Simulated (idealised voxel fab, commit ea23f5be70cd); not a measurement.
Presented below is a process module, voxel released beams.
cross-section cut | 225 nm wide | cells 5 nm
Cross-sections here: square-cell grids, written as top-down lists of bands, a band being one or more rows of cells. In this notation a band is specified by the heights of its top and bottom, in that order and in nm, after which its materials appear from left to right, each paired with its width in nm. The word "full width" attached to a single material means that material fills the band from edge to edge; the word "air" stands for empty space. Convention: height 0 is the level below which the wafer, as received, is all one material. The lowest band does not terminate at the bottom but continues downward, represented as "0 down". The expression "30..40" gives the width at the extremes of the band, the first number at its top row of cells and the second at its bottom row, with the width changing by equal amounts from each row to the next in between. "no alteration" (step): cross-section cells unchanged, all of them. "Enclosed cavities" contains a list of empty spaces, each no smaller than 8 cells and without an open way to the top, written in the form width x height at distance with the distance from the left edge and all three in nm. What comes after the settings on a step's line is commentary from the simulator itself on that step. overlay nm: on a step with a mask, how far right of its planned place the mask lay; negative means left.

-- The steps planned for the process are as follows
- 1: RECEIVE, material Si
- 2: CONFORMAL_DEP, material Al2O3, thk nm 5
- 3: DIRECTIONAL_DEP, material SiO2, thk nm 15
- 4: DIRECTIONAL_DEP, material aC, thk nm 10
- 5: PATTERN, tone open, mask id ANCHOR, material resist, width nm 30, thk nm 25, overlay nm 0
- 6: DIRECTIONAL_ETCH, etch materials aC, depth nm 10
- 7: STRIP, etch materials resist
- 8: DIRECTIONAL_ETCH, etch materials SiO2, depth nm 15
- 9: STRIP, etch materials aC
- 10: CONFORMAL_DEP, material W, thk nm 10
- 11: DIRECTIONAL_DEP, material aC, thk nm 15
- 12: PATTERN, tone cover, mask id BEAM, material resist, width nm 95, thk nm 30, overlay nm 0
- 13: DIRECTIONAL_ETCH, etch materials aC, depth nm 15
- 14: STRIP, etch materials resist
- 15: DIRECTIONAL_ETCH, etch materials W, depth nm 10
- 16: STRIP, etch materials aC
- 17: STRIP, etch materials SiO2

-- Cross-section, incoming material, after step 1
	0 down = Si full width
	Enclosed cavities: none

-- Sectioned view, first of two wafers, at the close of the module, processed as intended in the plan
	30 to 20 = 60 nm air  15 nm W  10 nm air  70 nm W  70 nm air
	20 to 15 = 65 nm air  10 nm W  10 nm air  10 nm W  130 nm air
	15 to 5 = 65 nm air  30 nm W  130 nm air
	5 to 0 = Al2O3 full width
	0 down = Si full width
	Enclosed cavities: none

-- Same start, same plan as the first wafer - but one mistake in the run. Cross-section of the second of the two at the end of the module
	30 to 20 = 60 nm air  95 nm W  70 nm air
	20 to 15 = Al2O3 full width
	15 to 0 = SiO2 full width
	0 down = Si full width
	Enclosed cavities: none
What went wrong in running the wafer? the run placed steps 2 and 3 each in the position the plan gave to the other
Once processing is complete, comparing cell counts shows that the second wafer has more or fewer of certain materials than the first: 135 more of SiO2 | 12 fewer of W
